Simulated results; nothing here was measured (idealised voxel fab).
Title: Process Module voxel wiring stack
Section cut is 260 nm wide and gridded with 5 nm square cells.
Throughout this document, each cross-section is represented as a grid of square cells and is presented as a sequence of bands enumerated from the top downward, where a band comprises one or more rows of cells. Within each band entry, the heights of the top and of the bottom of the band appear first, in that order and in nm; the materials of the band then follow from left to right, each with its corresponding width in nm. The designation "edge to edge" on a single material indicates that it fills the band from edge to edge; the designation "air" indicates empty space. All heights in this document are referenced to 0, defined as the level beneath which the wafer, as received, consists entirely of one material. The lowest band is not bounded below; it extends indefinitely downward and is written in the form "0 and below". A two-number width, for instance "30 to 40", indicates that the width is equal to the first number in the top row of the band and to the second number in the bottom row, and that it changes by a constant amount per row of cells. Reading "nothing was modified" for a step: not a cell of the cross-section changed in it. The label "closed voids" introduces a list of the empty spaces, 8 cells or larger, that have no open way up to the top; each entry in it reads width x height at distance, where the distance is taken from the left edge and all three are stated in nm. Whatever follows a step's settings on its line is a remark the simulator itself makes about that step. "overlay nm" answers the question of how far to the right of plan the mask lay on a step that has a mask, and when it is negative the answer is to the left. In what follows, pairs of cross-sections are presented, each taken before and after one process step, with the after cross-section shown only down to the lowest band that was altered; the step, together with its settings, is stated below the pair. The pairs may stem from different runs of this module on the same starting wafer; accordingly, a pair should be taken as continuing from the one above it solely where its entry headed "Incoming profile" indicates as much.
### Incoming profile
    130 down to 125  air 65, lowk 30, air 20, lowk 30, air 20, lowk 30, air 65
    125 down to 95  lowk edge to edge
    95 down to 90  lowk 65, Ru 30, lowk 20, Ru 30, lowk 20, Ru 30, lowk 65
    90 down to 65  lowk 70, TiN 5, W 10, TiN 5, lowk 30, TiN 5, W 10, TiN 5, lowk 30, TiN 5, W 10, TiN 5, lowk 70
    65 down to 60  SiN 70, TiN 20, SiN 30, TiN 20, SiN 30, TiN 20, SiN 70
    60 down to 40  SiO2 70, TiN 5, Cu 5, TiN 5, SiO2 35, TiN 5, Cu 5, TiN 5, SiO2 35, TiN 5, Cu 5, TiN 5, SiO2 75
    40 down to 35  SiCN 70, TiN 15, SiCN 35, TiN 15, SiCN 35, TiN 15, SiCN 75
    35 down to 20  SiO2 70, W 20, SiO2 30, W 20, SiO2 30, W 20, SiO2 70
    20 down to 15  SiO2 70, TiN 20, SiO2 30, TiN 20, SiO2 30, TiN 20, SiO2 70
    15 down to 0  SiO2 edge to edge
    0 and below  Si edge to edge
    closed voids: none
### Cross-Section After Step
    135 down to 130  SiCN edge to edge
    130 down to 125  SiCN 65, lowk 30, SiCN 20, lowk 30, SiCN 20, lowk 30, SiCN 65
    Lower than 125, everything is as it was.
    closed voids: none
The structure goes from the before cross-section above to the after cross-section through FILL_DEP [material SiCN] [thk nm 5]
Incoming profile: Please consult the pair immediately above; the cross-section it shows after its step is the state before this step.
### Cross-Section After Step
    150 down to 135  aC edge to edge
    Lower than 135, everything is as it was.
    closed voids: none
The structure goes from the before cross-section above to the after cross-section through DIRECTIONAL_DEP [material aC] [thk nm 15]
Incoming profile: Please consult the pair immediately above; the cross-section it shows after its step is the state before this step.
### Cross-Section After Step
    185 down to 150  resist 70, air 20, resist 30, air 20, resist 30, air 20, resist 70
    Lower than 150, everything is as it was.
    closed voids: none
The structure goes from the before cross-section above to the after cross-section through PATTERN [tone open] [mask id METAL_3] [material resist] [width nm 20] [pitch nm 50] [thk nm 35] [overlay nm 0]
Incoming profile: Please consult the pair immediately above; the cross-section it shows after its step is the state before this step.
### Cross-Section After Step
    170 down to 150  resist 70, air 20, resist 30, air 20, resist 30, air 20, resist 70
    150 down to 135  aC 70, air 20, aC 30, air 20, aC 30, air 20, aC 70
    Lower than 135, everything is as it was.
    closed voids: none
The structure goes from the before cross-section above to the after cross-section through DIRECTIONAL_ETCH [etch materials aC] [depth nm 15]
Incoming profile: Please consult the pair immediately above; the cross-section it shows after its step is the state before this step.
### Cross-Section After Step
    150 down to 135  aC 70, air 20, aC 30, air 20, aC 30, air 20, aC 70
    Lower than 135, everything is as it was.
    closed voids: none
The structure goes from the before cross-section above to the after cross-section through STRIP [etch materials resist]
Incoming profile: Please consult the pair immediately above; the cross-section it shows after its step is the state before this step.
### Cross-Section After Step
    135 down to 130  SiCN edge to edge
    Lower than 130, everything is as it was.
    closed voids: none
The structure goes from the before cross-section above to the after cross-section through STRIP [etch materials aC]
Incoming profile: Please consult the pair immediately above; the cross-section it shows after its step is the state before this step.
### Cross-Section After Step
    145 down to 135  aC edge to edge
    Lower than 135, everything is as it was.
    closed voids: none
The structure goes from the before cross-section above to the after cross-section through DIRECTIONAL_DEP [material aC] [thk nm 10]
Incoming profile: Please consult the pair immediately above; the cross-section it shows after its step is the state before this step.
### Cross-Section After Step
    175 down to 145  resist 70, air 15, resist 35, air 15, resist 35, air 15, resist 75
    Lower than 145, everything is as it was.
    closed voids: none
The structure goes from the before cross-section above to the after cross-section through PATTERN [tone open] [mask id METAL_3_HOLES] [material resist] [width nm 15] [pitch nm 50] [thk nm 30] [overlay nm 0]
Incoming profile: Please consult the pair immediately above; the cross-section it shows after its step is the state before this step.
### Cross-Section After Step
    165 down to 145  resist 70, air 15, resist 35, air 15, resist 35, air 15, resist 75
    145 down to 135  aC 70, air 15, aC 35, air 15, aC 35, air 15, aC 75
    Lower than 135, everything is as it was.
    closed voids: none
The structure goes from the before cross-section above to the after cross-section through DIRECTIONAL_ETCH [etch materials aC] [depth nm 10]
Incoming profile: Please consult the pair immediately above; the cross-section it shows after its step is the state before this step.
### Cross-Section After Step
    145 down to 135  aC 70, air 15, aC 35, air 15, aC 35, air 15, aC 75
    Lower than 135, everything is as it was.
    closed voids: none
The structure goes from the before cross-section above to the after cross-section through STRIP [etch materials resist]
Incoming profile: Please consult the pair immediately above; the cross-section it shows after its step is the state before this step.
### Cross-Section After Step
    145 down to 135  aC 70, air 15, aC 35, air 15, aC 35, air 15, aC 75
    135 down to 130  SiCN 70, air 15, SiCN 35, air 15, SiCN 35, air 15, SiCN 75
    Lower than 130, everything is as it was.
    closed voids: none
The structure goes from the before cross-section above to the after cross-section through DIRECTIONAL_ETCH [etch materials SiCN] [depth nm 5]
Incoming profile: Please consult the pair immediately above; the cross-section it shows after its step is the state before this step.
### Cross-Section After Step
    135 down to 130  SiCN 70, air 15, SiCN 35, air 15, SiCN 35, air 15, SiCN 75
    Lower than 130, everything is as it was.
    closed voids: none
The structure goes from the before cross-section above to the after cross-section through STRIP [etch materials aC]
Incoming profile: Please consult the pair immediately above; the cross-section it shows after its step is the state before this step.
### Cross-Section After Step
    140 down to 135  TiN 75, air 5, TiN 45, air 5, TiN 45, air 5, TiN 80
    135 down to 130  SiCN 70, TiN 15, SiCN 35, TiN 15, SiCN 35, TiN 15, SiCN 75
    Lower than 130, everything is as it was.
    closed voids: none
The structure goes from the before cross-section above to the after cross-section through CONFORMAL_DEP [material TiN] [thk nm 5]
Incoming profile: Please consult the pair immediately above; the cross-section it shows after its step is the state before this step.
### Cross-Section After Step
    150 down to 140  Ru edge to edge
    140 down to 135  TiN 75, Ru 5, TiN 45, Ru 5, TiN 45, Ru 5, TiN 80
    Lower than 135, everything is as it was.
    closed voids: none
The structure goes from the before cross-section above to the after cross-section through FILL_DEP [material Ru] [thk nm 10]
Incoming profile: Please consult the pair immediately above; the cross-section it shows after its step is the state before this step.
### Cross-Section After Step
    135 down to 130  SiCN 70, TiN 15, SiCN 35, TiN 15, SiCN 35, TiN 15, SiCN 75
    Lower than 130, everything is as it was.
    closed voids: none
The structure goes from the before cross-section above to the after cross-section through CMP [height nm 135]
Incoming profile: Please consult the pair immediately above; the cross-section it shows after its step is the state before this step.
### Cross-Section After Step
    140 down to 135  SiCN edge to edge
    Lower than 135, everything is as it was.
    closed voids: none
The structure goes from the before cross-section above to the after cross-section through CONFORMAL_DEP [material SiCN] [thk nm 5]
Incoming profile: Please consult the pair immediately above; the cross-section it shows after its step is the state before this step.
### Cross-Section After Step
    165 down to 140  lowk edge to edge
    Lower than 140, everything is as it was.
    closed voids: none
The structure goes from the before cross-section above to the after cross-section through DIRECTIONAL_DEP [material lowk] [thk nm 25]
Incoming profile: Please consult the pair immediately above; the cross-section it shows after its step is the state before this step.
### Cross-Section After Step
    185 down to 165  resist 70, air 20, resist 30, air 20, resist 30, air 20, resist 70
    Lower than 165, everything is as it was.
    closed voids: none
The structure goes from the before cross-section above to the after cross-section through PATTERN [tone open] [mask id METAL_4] [material resist] [width nm 20] [pitch nm 50] [thk nm 20] [overlay nm 0]
Incoming profile: Please consult the pair immediately above; the cross-section it shows after its step is the state before this step.
### Cross-Section After Step
    185 down to 165  resist 70, air 20, resist 30, air 20, resist 30, air 20, resist 70
    165 down to 150  lowk 70, air 20, lowk 30, air 20, lowk 30, air 20, lowk 70
    Lower than 150, everything is as it was.
    closed voids: none
The structure goes from the before cross-section above to the after cross-section through DIRECTIONAL_ETCH [etch materials lowk] [depth nm 15]
Incoming profile: Please consult the pair immediately above; the cross-section it shows after its step is the state before this step.
### Cross-Section After Step
    165 down to 150  lowk 70, air 20, lowk 30, air 20, lowk 30, air 20, lowk 70
    Lower than 150, everything is as it was.
    closed voids: none
The structure goes from the before cross-section above to the after cross-section through STRIP [etch materials resist]
Incoming profile: Please consult the pair immediately above; the cross-section it shows after its step is the state before this step.
### Cross-Section After Step
    165 down to 150  lowk 70, air 20, lowk 30, air 20, lowk 30, air 20, lowk 70
    150 down to 140  lowk 70, air 15, lowk 35, air 15, lowk 35, air 15, lowk 75
    Lower than 140, everything is as it was.
    closed voids: none
The structure goes from the before cross-section above to the after cross-section through MASKED_ETCH [tone open] [mask id METAL_4_HOLES] [width nm 15] [pitch nm 50] [etch materials lowk] [depth nm 10] [overlay nm 0]
Incoming profile: Please consult the pair immediately above; the cross-section it shows after its step is the state before this step.
### Cross-Section After Step
    165 down to 150  lowk 70, air 20, lowk 30, air 20, lowk 30, air 20, lowk 70
    150 down to 140  lowk 70, air 15, lowk 35, air 15, lowk 35, air 15, lowk 75
    140 down to 135  SiCN 70, air 15, SiCN 35, air 15, SiCN 35, air 15, SiCN 75
    Lower than 135, everything is as it was.
    closed voids: none
The structure goes from the before cross-section above to the after cross-section through MASKED_ETCH [tone open] [mask id METAL_4_HOLES] [width nm 15] [pitch nm 50] [etch materials SiCN] [depth nm 5] [overlay nm 0]
Incoming profile: Please consult the pair immediately above; the cross-section it shows after its step is the state before this step.
### Cross-Section After Step
    170 down to 165  TiN 75, air 10, TiN 40, air 10, TiN 40, air 10, TiN 75
    165 down to 155  lowk 70, TiN 5, air 10, TiN 5, lowk 30, TiN 5, air 10, TiN 5, lowk 30, TiN 5, air 10, TiN 5, lowk 70
    155 down to 150  lowk 70, TiN 5, air 5, TiN 10, lowk 30, TiN 5, air 5, TiN 10, lowk 30, TiN 5, air 5, TiN 10, lowk 70
    150 down to 140  lowk 70, TiN 5, air 5, TiN 5, lowk 35, TiN 5, air 5, TiN 5, lowk 35, TiN 5, air 5, TiN 5, lowk 75
    140 down to 130  SiCN 70, TiN 15, SiCN 35, TiN 15, SiCN 35, TiN 15, SiCN 75
    Lower than 130, everything is as it was.
    closed voids: none
The structure goes from the before cross-section above to the after cross-section through CONFORMAL_DEP [material TiN] [thk nm 5]
Incoming profile: Please consult the pair immediately above; the cross-section it shows after its step is the state before this step.
### Cross-Section After Step
    180 down to 170  Cu edge to edge
    170 down to 165  TiN 75, Cu 10, TiN 40, Cu 10, TiN 40, Cu 10, TiN 75
    165 down to 155  lowk 70, TiN 5, Cu 10, TiN 5, lowk 30, TiN 5, Cu 10, TiN 5, lowk 30, TiN 5, Cu 10, TiN 5, lowk 70
    155 down to 150  lowk 70, TiN 5, Cu 5, TiN 10, lowk 30, TiN 5, Cu 5, TiN 10, lowk 30, TiN 5, Cu 5, TiN 10, lowk 70
    150 down to 140  lowk 70, TiN 5, Cu 5, TiN 5, lowk 35, TiN 5, Cu 5, TiN 5, lowk 35, TiN 5, Cu 5, TiN 5, lowk 75
    Lower than 140, everything is as it was.
    closed voids: none
The structure goes from the before cross-section above to the after cross-section through FILL_DEP [material Cu] [thk nm 10]
Incoming profile: Please consult the pair immediately above; the cross-section it shows after its step is the state before this step.
### Cross-Section After Step
    165 down to 155  lowk 70, TiN 5, Cu 10, TiN 5, lowk 30, TiN 5, Cu 10, TiN 5, lowk 30, TiN 5, Cu 10, TiN 5, lowk 70
    Lower than 155, everything is as it was.
    closed voids: none
The structure goes from the before cross-section above to the after cross-section through CMP [height nm 165]
Incoming profile: Please consult the pair immediately above; the cross-section it shows after its step is the state before this step.
### Cross-Section After Step
    170 down to 165  SiN edge to edge
    Lower than 165, everything is as it was.
    closed voids: none
The structure goes from the before cross-section above to the after cross-section through CONFORMAL_DEP [material SiN] [thk nm 5]
### Incoming profile
    185 down to 165  resist 70, air 20, resist 30, air 20, resist 30, air 20, resist 70
    165 down to 140  lowk edge to edge
    140 down to 135  SiCN edge to edge
    135 down to 120  lowk 70, TiN 5, Ru 10, TiN 5, lowk 30, TiN 5, Ru 10, TiN 5, lowk 30, TiN 5, Ru 10, TiN 5, lowk 70
    120 down to 115  lowk 70, TiN 5, Ru 5, TiN 10, lowk 30, TiN 5, Ru 5, TiN 10, lowk 30, TiN 5, Ru 5, TiN 10, lowk 70
    115 down to 100  lowk 70, TiN 5, Ru 5, TiN 5, lowk 35, TiN 5, Ru 5, TiN 5, lowk 35, TiN 5, Ru 5, TiN 5, lowk 75
    100 down to 95  SiCN 70, TiN 15, SiCN 35, TiN 15, SiCN 35, TiN 15, SiCN 75
    95 down to 90  SiCN 65, Ru 30, SiCN 20, Ru 30, SiCN 20, Ru 30, SiCN 65
    90 down to 65  lowk 70, TiN 5, W 10, TiN 5, lowk 30, TiN 5, W 10, TiN 5, lowk 30, TiN 5, W 10, TiN 5, lowk 70
    65 down to 60  SiN 70, TiN 20, SiN 30, TiN 20, SiN 30, TiN 20, SiN 70
    60 down to 40  SiO2 70, TiN 5, Cu 5, TiN 5, SiO2 35, TiN 5, Cu 5, TiN 5, SiO2 35, TiN 5, Cu 5, TiN 5, SiO2 75
    40 down to 35  SiCN 70, TiN 15, SiCN 35, TiN 15, SiCN 35, TiN 15, SiCN 75
    35 down to 20  SiO2 70, W 20, SiO2 30, W 20, SiO2 30, W 20, SiO2 70
    20 down to 15  SiO2 70, TiN 20, SiO2 30, TiN 20, SiO2 30, TiN 20, SiO2 70
    15 down to 0  SiO2 edge to edge
    0 and below  Si edge to edge
    closed voids: none
### Cross-Section After Step
    185 down to 165  resist 70, air 20, resist 30, air 20, resist 30, air 20, resist 70
    165 down to 160  lowk 70, air 20, lowk 30, air 20, lowk 30, air 20, lowk 70
    Lower than 160, everything is as it was.
    closed voids: none
The structure goes from the before cross-section above to the after cross-section through DIRECTIONAL_ETCH [etch materials lowk] [depth nm 5]
Incoming profile: Please consult the pair immediately above; the cross-section it shows after its step is the state before this step.
### Cross-Section After Step
    165 down to 160  lowk 70, air 20, lowk 30, air 20, lowk 30, air 20, lowk 70
    Lower than 160, everything is as it was.
    closed voids: none
The structure goes from the before cross-section above to the after cross-section through STRIP [etch materials resist]
Incoming profile: Please consult the pair immediately above; the cross-section it shows after its step is the state before this step.
### Cross-Section After Step
    165 down to 160  lowk 70, air 20, lowk 30, air 20, lowk 30, air 20, lowk 70
    160 down to 150  lowk 70, air 15, lowk 35, air 15, lowk 35, air 15, lowk 75
    Lower than 150, everything is as it was.
    closed voids: none
The structure goes from the before cross-section above to the after cross-section through MASKED_ETCH [tone open] [mask id METAL_4_HOLES] [width nm 15] [pitch nm 50] [etch materials lowk] [depth nm 10] [overlay nm 0]
Incoming profile: Please consult the pair immediately above; the cross-section it shows after its step is the state before this step.
### Cross-Section After Step
    170 down to 165  TiN 75, air 10, TiN 40, air 10, TiN 40, air 10, TiN 75
    165 down to 155  lowk 70, TiN 5, air 5, TiN 10 to 5, lowk 30 to 35, TiN 5, air 5, TiN 10 to 5, lowk 30 to 35, TiN 5, air 5, TiN 10 to 5, lowk 70 to 75
    155 down to 150  lowk 70, TiN 15, lowk 35, TiN 15, lowk 35, TiN 15, lowk 75
    Lower than 150, everything is as it was.
    closed voids: none
The structure goes from the before cross-section above to the after cross-section through CONFORMAL_DEP [material TiN] [thk nm 5]
Incoming profile: Please consult the pair immediately above; the cross-section it shows after its step is the state before this step.
### Cross-Section After Step
    180 down to 170  Cu edge to edge
    170 down to 165  TiN 75, Cu 10, TiN 40, Cu 10, TiN 40, Cu 10, TiN 75
    165 down to 155  lowk 70, TiN 5, Cu 5, TiN 10 to 5, lowk 30 to 35, TiN 5, Cu 5, TiN 10 to 5, lowk 30 to 35, TiN 5, Cu 5, TiN 10 to 5, lowk 70 to 75
    Lower than 155, everything is as it was.
    closed voids: none
The structure goes from the before cross-section above to the after cross-section through FILL_DEP [material Cu] [thk nm 10]
Incoming profile: Please consult the pair immediately above; the cross-section it shows after its step is the state before this step.
### Cross-Section After Step
    165 down to 155  lowk 70, TiN 5, Cu 5, TiN 10 to 5, lowk 30 to 35, TiN 5, Cu 5, TiN 10 to 5, lowk 30 to 35, TiN 5, Cu 5, TiN 10 to 5, lowk 70 to 75
    Lower than 155, everything is as it was.
    closed voids: none
The structure goes from the before cross-section above to the after cross-section through CMP [height nm 165]
Incoming profile: Please consult the pair immediately above; the cross-section it shows after its step is the state before this step.
### Cross-Section After Step
    170 down to 165  SiN edge to edge
    Lower than 165, everything is as it was.
    closed voids: none
The structure goes from the before cross-section above to the after cross-section through CONFORMAL_DEP [material SiN] [thk nm 5]
### Incoming profile
    105 down to 90  aC edge to edge
    90 down to 65  lowk edge to edge
    65 down to 60  SiN edge to edge
    60 down to 40  SiO2 70, TiN 5, Cu 5, TiN 5, SiO2 35, TiN 5, Cu 5, TiN 5, SiO2 35, TiN 5, Cu 5, TiN 5, SiO2 75
    40 down to 35  SiCN 70, TiN 15, SiCN 35, TiN 15, SiCN 35, TiN 15, SiCN 75
    35 down to 20  SiO2 70, W 20, SiO2 30, W 20, SiO2 30, W 20, SiO2 70
    20 down to 15  SiO2 70, TiN 20, SiO2 30, TiN 20, SiO2 30, TiN 20, SiO2 70
    15 down to 0  SiO2 edge to edge
    0 and below  Si edge to edge
    closed voids: none
### Cross-Section After Step
    140 down to 105  resist 65, air 30, resist 20, air 30, resist 20, air 30, resist 65
    Lower than 105, everything is as it was.
    closed voids: none
The structure goes from the before cross-section above to the after cross-section through PATTERN [tone open] [mask id METAL_2] [material resist] [width nm 30] [pitch nm 50] [thk nm 35] [overlay nm 0]
Incoming profile: Please consult the pair immediately above; the cross-section it shows after its step is the state before this step.
### Cross-Section After Step
    125 down to 105  resist 65, air 30, resist 20, air 30, resist 20, air 30, resist 65
    105 down to 90  aC 65, air 30, aC 20, air 30, aC 20, air 30, aC 65
    Lower than 90, everything is as it was.
    closed voids: none
The structure goes from the before cross-section above to the after cross-section through DIRECTIONAL_ETCH [etch materials aC] [depth nm 15]
Incoming profile: Please consult the pair immediately above; the cross-section it shows after its step is the state before this step.
### Cross-Section After Step
    105 down to 90  aC 65, air 30, aC 20, air 30, aC 20, air 30, aC 65
    Lower than 90, everything is as it was.
    closed voids: none
The structure goes from the before cross-section above to the after cross-section through STRIP [etch materials resist]
Incoming profile: Please consult the pair immediately above; the cross-section it shows after its step is the state before this step.
### Cross-Section After Step
    105 down to 90  aC 65, air 30, aC 20, air 30, aC 20, air 30, aC 65
    90 down to 65  lowk 65, air 30, lowk 20, air 30, lowk 20, air 30, lowk 65
    Lower than 65, everything is as it was.
    closed voids: none
The structure goes from the before cross-section above to the after cross-section through DIRECTIONAL_ETCH [etch materials lowk] [depth nm 25]
Incoming profile: Please consult the pair immediately above; the cross-section it shows after its step is the state before this step.
### Cross-Section After Step
    105 down to 90  aC 65, air 30, aC 20, air 30, aC 20, air 30, aC 65
    90 down to 65  lowk 65, air 30, lowk 20, air 30, lowk 20, air 30, lowk 65
    65 down to 60  SiN 65, air 30, SiN 20, air 30, SiN 20, air 30, SiN 65
    Lower than 60, everything is as it was.
    closed voids: none
The structure goes from the before cross-section above to the after cross-section through DIRECTIONAL_ETCH [etch materials SiN] [depth nm 5]
Incoming profile: Please consult the pair immediately above; the cross-section it shows after its step is the state before this step.
### Cross-Section After Step
    90 down to 65  lowk 65, air 30, lowk 20, air 30, lowk 20, air 30, lowk 65
    Lower than 65, everything is as it was.
    closed voids: none
The structure goes from the before cross-section above to the after cross-section through STRIP [etch materials aC]
Incoming profile: Please consult the pair immediately above; the cross-section it shows after its step is the state before this step.
### Cross-Section After Step
    95 down to 90  TiN 70, air 20, TiN 30, air 20, TiN 30, air 20, TiN 70
    90 down to 65  lowk 65, TiN 5, air 20, TiN 5, lowk 20, TiN 5, air 20, TiN 5, lowk 20, TiN 5, air 20, TiN 5, lowk 65
    65 down to 60  SiN 65, TiN 30, SiN 20, TiN 30, SiN 20, TiN 30, SiN 65
    Lower than 60, everything is as it was.
    closed voids: none
The structure goes from the before cross-section above to the after cross-section through CONFORMAL_DEP [material TiN] [thk nm 5]
Incoming profile: Please consult the pair immediately above; the cross-section it shows after its step is the state before this step.
### Cross-Section After Step
    105 down to 95  W edge to edge
    95 down to 90  TiN 70, W 20, TiN 30, W 20, TiN 30, W 20, TiN 70
    90 down to 65  lowk 65, TiN 5, W 20, TiN 5, lowk 20, TiN 5, W 20, TiN 5, lowk 20, TiN 5, W 20, TiN 5, lowk 65
    Lower than 65, everything is as it was.
    closed voids: none
The structure goes from the before cross-section above to the after cross-section through FILL_DEP [material W] [thk nm 10]
Incoming profile: Please consult the pair immediately above; the cross-section it shows after its step is the state before this step.
### Cross-Section After Step
    90 down to 65  lowk 65, TiN 5, W 20, TiN 5, lowk 20, TiN 5, W 20, TiN 5, lowk 20, TiN 5, W 20, TiN 5, lowk 65
    Lower than 65, everything is as it was.
    closed voids: none
The structure goes from the before cross-section above to the after cross-section through CMP [height nm 90]
Incoming profile: Please consult the pair immediately above; the cross-section it shows after its step is the state before this step.
### Cross-Section After Step
    95 down to 90  air 60, Ru 40, air 10, Ru 40, air 10, Ru 40, air 60
    Lower than 90, everything is as it was.
    closed voids: none
The structure goes from the before cross-section above to the after cross-section through EPI [material Ru] [thk nm 5]
Incoming profile: Please consult the pair immediately above; the cross-section it shows after its step is the state before this step.
### Cross-Section After Step
    100 down to 95  SiCN edge to edge
    95 down to 90  SiCN 60, Ru 40, SiCN 10, Ru 40, SiCN 10, Ru 40, SiCN 60
    Lower than 90, everything is as it was.
    closed voids: none
The structure goes from the before cross-section above to the after cross-section through FILL_DEP [material SiCN] [thk nm 5]
Incoming profile: Please consult the pair immediately above; the cross-section it shows after its step is the state before this step.
### Cross-Section After Step
    135 down to 100  lowk edge to edge
    Lower than 100, everything is as it was.
    closed voids: none
The structure goes from the before cross-section above to the after cross-section through DIRECTIONAL_DEP [material lowk] [thk nm 35]
Incoming profile: Please consult the pair immediately above; the cross-section it shows after its step is the state before this step.
### Cross-Section After Step
    150 down to 135  aC edge to edge
    Lower than 135, everything is as it was.
    closed voids: none
The structure goes from the before cross-section above to the after cross-section through DIRECTIONAL_DEP [material aC] [thk nm 15]
Incoming profile: Please consult the pair immediately above; the cross-section it shows after its step is the state before this step.
### Cross-Section After Step
    185 down to 150  resist 70, air 20, resist 30, air 20, resist 30, air 20, resist 70
    Lower than 150, everything is as it was.
    closed voids: none
The structure goes from the before cross-section above to the after cross-section through PATTERN [tone open] [mask id METAL_3] [material resist] [width nm 20] [pitch nm 50] [thk nm 35] [overlay nm 0]
Incoming profile: Please consult the pair immediately above; the cross-section it shows after its step is the state before this step.
### Cross-Section After Step
    170 down to 150  resist 70, air 20, resist 30, air 20, resist 30, air 20, resist 70
    150 down to 135  aC 70, air 20, aC 30, air 20, aC 30, air 20, aC 70
    Lower than 135, everything is as it was.
    closed voids: none
The structure goes from the before cross-section above to the after cross-section through DIRECTIONAL_ETCH [etch materials aC] [depth nm 15]
Incoming profile: Please consult the pair immediately above; the cross-section it shows after its step is the state before this step.
### Cross-Section After Step
    150 down to 135  aC 70, air 20, aC 30, air 20, aC 30, air 20, aC 70
    Lower than 135, everything is as it was.
    closed voids: none
The structure goes from the before cross-section above to the after cross-section through STRIP [etch materials resist]
Incoming profile: Please consult the pair immediately above; the cross-section it shows after its step is the state before this step.
### Cross-Section After Step
    150 down to 135  aC 70, air 20, aC 30, air 20, aC 30, air 20, aC 70
    135 down to 115  lowk 70, air 20, lowk 30, air 20, lowk 30, air 20, lowk 70
    Lower than 115, everything is as it was.
    closed voids: none
The structure goes from the before cross-section above to the after cross-section through DIRECTIONAL_ETCH [etch materials lowk] [depth nm 20]
Incoming profile: Please consult the pair immediately above; the cross-section it shows after its step is the state before this step.
### Cross-Section After Step
    135 down to 115  lowk 70, air 20, lowk 30, air 20, lowk 30, air 20, lowk 70
    Lower than 115, everything is as it was.
    closed voids: none
The structure goes from the before cross-section above to the after cross-section through STRIP [etch materials aC]
Incoming profile: Please consult the pair immediately above; the cross-section it shows after its step is the state before this step.
### Cross-Section After Step
    145 down to 135  aC 70, air 20, aC 30, air 20, aC 30, air 20, aC 70
    135 down to 125  lowk 70, air 20, lowk 30, air 20, lowk 30, air 20, lowk 70
    125 down to 115  lowk 70, aC 20, lowk 30, aC 20, lowk 30, aC 20, lowk 70
    Lower than 115, everything is as it was.
    closed voids: none
The structure goes from the before cross-section above to the after cross-section through DIRECTIONAL_DEP [material aC] [thk nm 10]
Incoming profile: Please consult the pair immediately above; the cross-section it shows after its step is the state before this step.
### Cross-Section After Step
    175 down to 145  resist 70, air 15, resist 35, air 15, resist 35, air 15, resist 75
    145 down to 135  aC 70, air 15, resist 5, aC 30, air 15, resist 5, aC 30, air 15, resist 5, aC 70
    135 down to 125  lowk 70, air 15, resist 5, lowk 30, air 15, resist 5, lowk 30, air 15, resist 5, lowk 70
    Lower than 125, everything is as it was.
    closed voids: none
The structure goes from the before cross-section above to the after cross-section through PATTERN [tone open] [mask id METAL_3_HOLES] [material resist] [width nm 15] [pitch nm 50] [thk nm 30] [overlay nm 0]
Incoming profile: Please consult the pair immediately above; the cross-section it shows after its step is the state before this step.
### Cross-Section After Step
    165 down to 145  resist 70, air 15, resist 35, air 15, resist 35, air 15, resist 75
    145 down to 135  aC 70, air 15, resist 5, aC 30, air 15, resist 5, aC 30, air 15, resist 5, aC 70
    135 down to 125  lowk 70, air 15, resist 5, lowk 30, air 15, resist 5, lowk 30, air 15, resist 5, lowk 70
    125 down to 115  lowk 70, air 15, aC 5, lowk 30, air 15, aC 5, lowk 30, air 15, aC 5, lowk 70
    Lower than 115, everything is as it was.
    closed voids: none
The structure goes from the before cross-section above to the after cross-section through DIRECTIONAL_ETCH [etch materials aC] [depth nm 10]
Incoming profile: Please consult the pair immediately above; the cross-section it shows after its step is the state before this step.
### Cross-Section After Step
    145 down to 135  aC 70, air 20, aC 30, air 20, aC 30, air 20, aC 70
    135 down to 125  lowk 70, air 20, lowk 30, air 20, lowk 30, air 20, lowk 70
    Lower than 125, everything is as it was.
    closed voids: none
The structure goes from the before cross-section above to the after cross-section through STRIP [etch materials resist]
Incoming profile: Please consult the pair immediately above; the cross-section it shows after its step is the state before this step.
### Cross-Section After Step
    145 down to 135  aC 70, air 20, aC 30, air 20, aC 30, air 20, aC 70
    135 down to 125  lowk 70, air 20, lowk 30, air 20, lowk 30, air 20, lowk 70
    125 down to 115  lowk 70, air 15, aC 5, lowk 30, air 15, aC 5, lowk 30, air 15, aC 5, lowk 70
    115 down to 100  lowk 70, air 15, lowk 35, air 15, lowk 35, air 15, lowk 75
    Lower than 100, everything is as it was.
    closed voids: none
The structure goes from the before cross-section above to the after cross-section through DIRECTIONAL_ETCH [etch materials lowk] [depth nm 15]
Incoming profile: Please consult the pair immediately above; the cross-section it shows after its step is the state before this step.
### Cross-Section After Step
    145 down to 135  aC 70, air 20, aC 30, air 20, aC 30, air 20, aC 70
    135 down to 125  lowk 70, air 20, lowk 30, air 20, lowk 30, air 20, lowk 70
    125 down to 115  lowk 70, air 15, aC 5, lowk 30, air 15, aC 5, lowk 30, air 15, aC 5, lowk 70
    115 down to 100  lowk 70, air 15, lowk 35, air 15, lowk 35, air 15, lowk 75
    100 down to 95  SiCN 70, air 15, SiCN 35, air 15, SiCN 35, air 15, SiCN 75
    Lower than 95, everything is as it was.
    closed voids: none
The structure goes from the before cross-section above to the after cross-section through DIRECTIONAL_ETCH [etch materials SiCN] [depth nm 5]
Incoming profile: Please consult the pair immediately above; the cross-section it shows after its step is the state before this step.
### Cross-Section After Step
    135 down to 115  lowk 70, air 20, lowk 30, air 20, lowk 30, air 20, lowk 70
    Lower than 115, everything is as it was.
    closed voids: none
The structure goes from the before cross-section above to the after cross-section through STRIP [etch materials aC]
Incoming profile: Please consult the pair immediately above; the cross-section it shows after its step is the state before this step.
### Cross-Section After Step
    140 down to 135  TiN 75, air 10, TiN 40, air 10, TiN 40, air 10, TiN 75
    135 down to 120  lowk 70, TiN 5, air 10, TiN 5, lowk 30, TiN 5, air 10, TiN 5, lowk 30, TiN 5, air 10, TiN 5, lowk 70
    120 down to 115  lowk 70, TiN 5, air 5, TiN 10, lowk 30, TiN 5, air 5, TiN 10, lowk 30, TiN 5, air 5, TiN 10, lowk 70
    115 down to 100  lowk 70, TiN 5, air 5, TiN 5, lowk 35, TiN 5, air 5, TiN 5, lowk 35, TiN 5, air 5, TiN 5, lowk 75
    100 down to 95  SiCN 70, TiN 15, SiCN 35, TiN 15, SiCN 35, TiN 15, SiCN 75
    Lower than 95, everything is as it was.
    closed voids: none
The structure goes from the before cross-section above to the after cross-section through CONFORMAL_DEP [material TiN] [thk nm 5]
